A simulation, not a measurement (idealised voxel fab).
The document below concerns the process module designated voxel local oxidation.
FYI the section here is cut, 295 nm wide, cells are 5 nm squares.
When this document writes out a cross-section, it uses a grid of square cells and lists it as bands, beginning at the top and moving down, with a band standing for one or more rows of cells. Per band: top height and bottom height in nm, followed by the left-to-right materials and their widths in nm; "everywhere" marks a single material spanning edge to edge, "empty" marks empty space. Height datum 0, below which the as-received substrate wafer is one material. Lowest band open at the bottom, running downward: "0 and below". Note: "30 to 40" means the width goes from the first number (top row of the band) to the second number (bottom row) in equal steps per row of cells. Where the words "no change occurred" appear for a step, the cross-section shows no cell changed by that step; every cell remained as before. The label "Tabulated closed voids" introduces a list of the empty spaces, 8 cells or larger, that have no open way up to the top; each entry in it reads width x height at distance, where the distance is taken from the left edge and all three are stated in nm. On a step's line, text after the settings is the simulator commenting on that step. On any step carrying a mask, the "overlay nm" setting, if present on the step's line, tells how far right of its planned place the mask lay; negative values point to the left.
### Steps planned for the process
- 1: RECEIVE (material Si)
- 2: CONFORMAL_DEP (material SiO2; thk nm 5)
- 3: CONFORMAL_DEP (material SiN; thk nm 15)
- 4: MASKED_ETCH (tone cover; mask id ACTIVE; width nm 100; etch materials SiN; depth nm 15; overlay nm 0)
- 5: SELECTIVE_ETCH (etch materials SiO2; depth nm 5)
- 6: OXIDIZE (depth nm 10)
- 7: STRIP (etch materials SiN)
The plan's step 5 depth nm is the first wafer's value; the wafers differ in this setting and start identical.
### The first of several wafers as received, shown in cross-section; this is its state after step 1
  0 and below = Si everywhere
  Tabulated closed voids: none
### Per wafer (row), end of module: delta in cells per material since receipt, (+) for gained, (-) for lost; closed voids after that
depth nm 5; -90 Si; +108 SiO2; Tabulated closed voids: none
depth nm 10; -94 Si; +110 SiO2; Tabulated closed voids: none
depth nm 15; -98 Si; +112 SiO2; Tabulated closed voids: none
depth nm 20; -102 Si; +114 SiO2; Tabulated closed voids: none
